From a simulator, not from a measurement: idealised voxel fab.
process module | voxel released beams
cross-section cut | 185 nm wide | cells 5 nm
A cross-section is a grid of square cells, given in bands from the top down. A band is one or more rows of cells.
Each band's line starts with the height of the band's top and of its bottom, in nm. Then come its materials from left to right, each with its width in nm. One material with "throughout" fills the band from edge to edge. "air" is empty space.
Height 0 is the level under which the wafer as received is all one material. The lowest band goes on downwards, as in "0 down".
A width such as "30 to 40" changes by the same amount from each row of cells to the next, from the band's top row to its bottom row.
"no change" after a step means that no cell of the cross-section changed.
closed voids: empty space of 8 cells or more with no open way to the top, each as width x height at its distance from the left edge, in nm
after a step's settings: what the simulator itself notes on the step
overlay nm, on a step with a mask: how far to the right of its planned place the mask lay; to the left if negative
plan
1 op RECEIVE | material Si
2 op CONFORMAL_DEP | material Al2O3 | thk nm 10
3 op DIRECTIONAL_DEP | material SiO2 | thk nm 15
4 op DIRECTIONAL_DEP | material aC | thk nm 15
5 op PATTERN | tone open | mask id ANCHOR | material resist | width nm 40 | thk nm 35 | overlay nm 0
6 op DIRECTIONAL_ETCH | etch materials aC | depth nm 15
7 op STRIP | etch materials resist
8 op DIRECTIONAL_ETCH | etch materials SiO2 | depth nm 15
9 op STRIP | etch materials aC
10 op CONFORMAL_DEP | material W | thk nm 15
11 op MASKED_ETCH | tone cover | mask id BEAM | width nm 105 | etch materials W | depth nm 15 | overlay nm 0
12 op STRIP | etch materials SiO2
first wafer, as planned
as received, after step 1
  0 down: Si throughout
  closed voids: none
after step 2
  10 to 0: Al2O3 throughout
  below 0: unchanged
after step 3
  25 to 10: SiO2 throughout
  below 10: unchanged
after step 4
  40 to 25: aC throughout
  below 25: unchanged
after step 5
  75 to 40: resist 40 | air 40 | resist 105
  below 40: unchanged
after step 6
  60 to 40: resist 40 | air 40 | resist 105
  40 to 25: aC 40 | air 40 | aC 105
  below 25: unchanged
after step 7
  40 to 25: aC 40 | air 40 | aC 105
  below 25: unchanged
after step 8
  40 to 25: aC 40 | air 40 | aC 105
  25 to 10: SiO2 40 | air 40 | SiO2 105
  below 10: unchanged
after step 9
  25 to 10: SiO2 40 | air 40 | SiO2 105
  below 10: unchanged
after step 10
  40 to 25: W 55 | air 10 | W 120
  25 to 10: SiO2 40 | W 40 | SiO2 105
  below 10: unchanged
after step 11
  40 to 25: air 35 | W 20 | air 10 | W 75 | air 45
  below 25: unchanged
after step 12
  40 to 25: air 35 | W 20 | air 10 | W 75 | air 45
  25 to 10: air 40 | W 40 | air 105
  below 10: unchanged
second wafer: like start, like plan, one mistake. Through step 9 it matches the first wafer
when step 10 should have ended
  45 to 25: W throughout
  25 to 10: SiO2 40 | W 40 | SiO2 105
  below 10: unchanged
when step 11 should have ended
  45 to 30: air 35 | W 105 | air 45
  below 30: unchanged
when step 12 should have ended: no change
what went wrong: step 10 ran as: op CONFORMAL_DEP | material W | thk nm 20
at the end the second wafer has, in cells: 87 more of SiO2 | 43 more of W
